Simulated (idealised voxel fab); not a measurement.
This section sets out a process module, namely voxel self aligned vias.
Pictured: cross-section cut, 240 nm wide, on a grid of 5 nm square cells.
Heads up, the way a cross-section reads in here is a grid of square cells, handed over as bands from the top down, with every band being one or more rows of cells. For a band, the entry starts with two heights in nm, that of the top and then that of the bottom, and carries on with the band's materials in order from left to right, each alongside its width in nm; the word "full width" beside a single material means it fills the band edge to edge, and "blank" means empty space. Heights are measured from 0, the level below which the as-received wafer is all one material; the lowest band has no bottom and continues downward, written as in "z 0 and below". The two numbers in a width such as "30 to 40" mark its ends across the band: the first belongs to the top row of cells, the second to the bottom row, and from each row to the next the width moves by the same amount. Basically "stayed the same" means that step didn't change any cell in the cross-section. Each empty space that has no open way to the top and spans at least 8 cells appears under "Closed internal cavities" as width x height at distance, the distance counted from the left edge, all in nm. Text after the settings on a step's line: the simulator's own remark on that step. You can add "overlay nm" to a step's line. For a step with a mask, it describes how far the mask lay to the right of its planned position, and a negative number describes a lay to the left.

This section lists the process steps that were planned:
1 RECEIVE [material Si]
2 CONFORMAL_DEP [material SiO2] [thk nm 10]
3 CONFORMAL_DEP [material SiCN] [thk nm 5]
4 DIRECTIONAL_DEP [material SiO2] [thk nm 25]
5 PATTERN [tone open] [mask id LINES] [material resist] [width nm 20] [pitch nm 65] [thk nm 15] [overlay nm 0]
6 DIRECTIONAL_ETCH [etch materials SiO2] [depth nm 25]
7 STRIP [etch materials resist]
8 CONFORMAL_DEP [material TiN] [thk nm 5]
9 FILL_DEP [material W] [thk nm 10]
10 CMP [height nm 40]
11 SELECTIVE_ETCH [etch materials W Ru TiN] [depth nm 10]
12 FILL_DEP [material SiN] [thk nm 5]
13 CMP [height nm 40]
14 DIRECTIONAL_DEP [material SiO2] [thk nm 15]
15 DIRECTIONAL_DEP [material aC] [thk nm 10]
16 PATTERN [tone open] [mask id VIAS] [material resist] [width nm 40] [pitch nm 65] [thk nm 30] [overlay nm 0]
17 DIRECTIONAL_ETCH [etch materials aC] [depth nm 10]
18 STRIP [etch materials resist]
19 DIRECTIONAL_ETCH [etch materials SiO2] [depth nm 15]
20 DIRECTIONAL_ETCH [etch materials SiN] [depth nm 10]
21 STRIP [etch materials aC]
22 CONFORMAL_DEP [material TiN] [thk nm 5]
23 FILL_DEP [material Ru] [thk nm 5]
24 CMP [height nm 55]
25 CONFORMAL_DEP [material SiN] [thk nm 5]

Below: the first of two wafers, run as planned:

Cross-section: wafer on arrival = after step 1:
> z 0 and below | Si full width
> Closed internal cavities: none

Cross-section through the wafer, step 2 finished:
> z 10 to 0 | SiO2 full width
> Everything under 0 stays put, no change at all.

Cross-section through the wafer, step 3 finished:
> z 15 to 10 | SiCN full width
> Everything under 10 stays put, no change at all.

Cross-section through the wafer, step 4 finished:
> z 40 to 15 | SiO2 full width
> Everything under 15 stays put, no change at all.

Cross-section through the wafer, step 5 finished:
> z 55 to 40 | resist 75, then blank 20, then resist 45, then blank 20, then resist 80
> Everything under 40 stays put, no change at all.

Cross-section through the wafer, step 6 finished:
> z 55 to 40 | resist 75, then blank 20, then resist 45, then blank 20, then resist 80
> z 40 to 15 | SiO2 75, then blank 20, then SiO2 45, then blank 20, then SiO2 80
> Everything under 15 stays put, no change at all.

Cross-section through the wafer, step 7 finished:
> z 40 to 15 | SiO2 75, then blank 20, then SiO2 45, then blank 20, then SiO2 80
> Everything under 15 stays put, no change at all.

Cross-section through the wafer, step 8 finished:
> z 45 to 40 | TiN 80, then blank 10, then TiN 55, then blank 10, then TiN 85
> z 40 to 20 | SiO2 75, then TiN 5, then blank 10, then TiN 5, then SiO2 45, then TiN 5, then blank 10, then TiN 5, then SiO2 80
> z 20 to 15 | SiO2 75, then TiN 20, then SiO2 45, then TiN 20, then SiO2 80
> Everything under 15 stays put, no change at all.

Cross-section through the wafer, step 9 finished:
> z 55 to 45 | W full width
> z 45 to 40 | TiN 80, then W 10, then TiN 55, then W 10, then TiN 85
> z 40 to 20 | SiO2 75, then TiN 5, then W 10, then TiN 5, then SiO2 45, then TiN 5, then W 10, then TiN 5, then SiO2 80
> Everything under 20 stays put, no change at all.

Cross-section through the wafer, step 10 finished:
> z 40 to 20 | SiO2 75, then TiN 5, then W 10, then TiN 5, then SiO2 45, then TiN 5, then W 10, then TiN 5, then SiO2 80
> Everything under 20 stays put, no change at all.

Cross-section through the wafer, step 11 finished:
> z 40 to 30 | SiO2 75, then blank 20, then SiO2 45, then blank 20, then SiO2 80
> Everything under 30 stays put, no change at all.

Cross-section through the wafer, step 12 finished:
> z 45 to 40 | SiN full width
> z 40 to 30 | SiO2 75, then SiN 20, then SiO2 45, then SiN 20, then SiO2 80
> Everything under 30 stays put, no change at all.

Cross-section through the wafer, step 13 finished:
> z 40 to 30 | SiO2 75, then SiN 20, then SiO2 45, then SiN 20, then SiO2 80
> Everything under 30 stays put, no change at all.

Cross-section through the wafer, step 14 finished:
> z 55 to 40 | SiO2 full width
> Everything under 40 stays put, no change at all.

Cross-section through the wafer, step 15 finished:
> z 65 to 55 | aC full width
> Everything under 55 stays put, no change at all.

Cross-section through the wafer, step 16 finished:
> z 95 to 65 | resist 65, then blank 40, then resist 25, then blank 40, then resist 70
> Everything under 65 stays put, no change at all.

Cross-section through the wafer, step 17 finished:
> z 85 to 65 | resist 65, then blank 40, then resist 25, then blank 40, then resist 70
> z 65 to 55 | aC 65, then blank 40, then aC 25, then blank 40, then aC 70
> Everything under 55 stays put, no change at all.

Cross-section through the wafer, step 18 finished:
> z 65 to 55 | aC 65, then blank 40, then aC 25, then blank 40, then aC 70
> Everything under 55 stays put, no change at all.

Cross-section through the wafer, step 19 finished:
> z 65 to 55 | aC 65, then blank 40, then aC 25, then blank 40, then aC 70
> z 55 to 40 | SiO2 65, then blank 40, then SiO2 25, then blank 40, then SiO2 70
> Everything under 40 stays put, no change at all.

Cross-section through the wafer, step 20 finished:
> z 65 to 55 | aC 65, then blank 40, then aC 25, then blank 40, then aC 70
> z 55 to 40 | SiO2 65, then blank 40, then SiO2 25, then blank 40, then SiO2 70
> z 40 to 30 | SiO2 75, then blank 20, then SiO2 45, then blank 20, then SiO2 80
> Everything under 30 stays put, no change at all.

Cross-section through the wafer, step 21 finished:
> z 55 to 40 | SiO2 65, then blank 40, then SiO2 25, then blank 40, then SiO2 70
> Everything under 40 stays put, no change at all.

Cross-section through the wafer, step 22 finished:
> z 60 to 55 | TiN 70, then blank 30, then TiN 35, then blank 30, then TiN 75
> z 55 to 45 | SiO2 65, then TiN 5, then blank 30, then TiN 5, then SiO2 25, then TiN 5, then blank 30, then TiN 5, then SiO2 70
> z 45 to 35 | SiO2 65 to 75, then TiN 15 to 5, then blank 10, then TiN 15 to 5, then SiO2 25 to 45, then TiN 15 to 5, then blank 10, then TiN 15 to 5, then SiO2 70 to 80
> z 35 to 30 | SiO2 75, then TiN 20, then SiO2 45, then TiN 20, then SiO2 80
> Everything under 30 stays put, no change at all.

Cross-section through the wafer, step 23 finished:
> z 65 to 60 | Ru full width
> z 60 to 55 | TiN 70, then Ru 30, then TiN 35, then Ru 30, then TiN 75
> z 55 to 45 | SiO2 65, then TiN 5, then Ru 30, then TiN 5, then SiO2 25, then TiN 5, then Ru 30, then TiN 5, then SiO2 70
> z 45 to 35 | SiO2 65 to 75, then TiN 15 to 5, then Ru 10, then TiN 15 to 5, then SiO2 25 to 45, then TiN 15 to 5, then Ru 10, then TiN 15 to 5, then SiO2 70 to 80
> Everything under 35 stays put, no change at all.

Cross-section through the wafer, step 24 finished:
> z 55 to 45 | SiO2 65, then TiN 5, then Ru 30, then TiN 5, then SiO2 25, then TiN 5, then Ru 30, then TiN 5, then SiO2 70
> Everything under 45 stays put, no change at all.

Cross-section through the wafer, step 25 finished:
> z 60 to 55 | SiN full width
> Everything under 55 stays put, no change at all.

Wafer two of two - same starting point, same process plan, one mistake in execution; matches wafer one up to and including step 24:

Second wafer at the planned finish of step 25, seen in cross-section:
> z 60 to 55 | W full width
> Everything under 55 stays put, no change at all.
Deviation from plan: rather than as planned, step 25 actually ran as CONFORMAL_DEP [material W] [thk nm 5]
Bottom line after processing is that, in cells, the second wafer is up or down on some materials versus the first: SiN -48, W +48
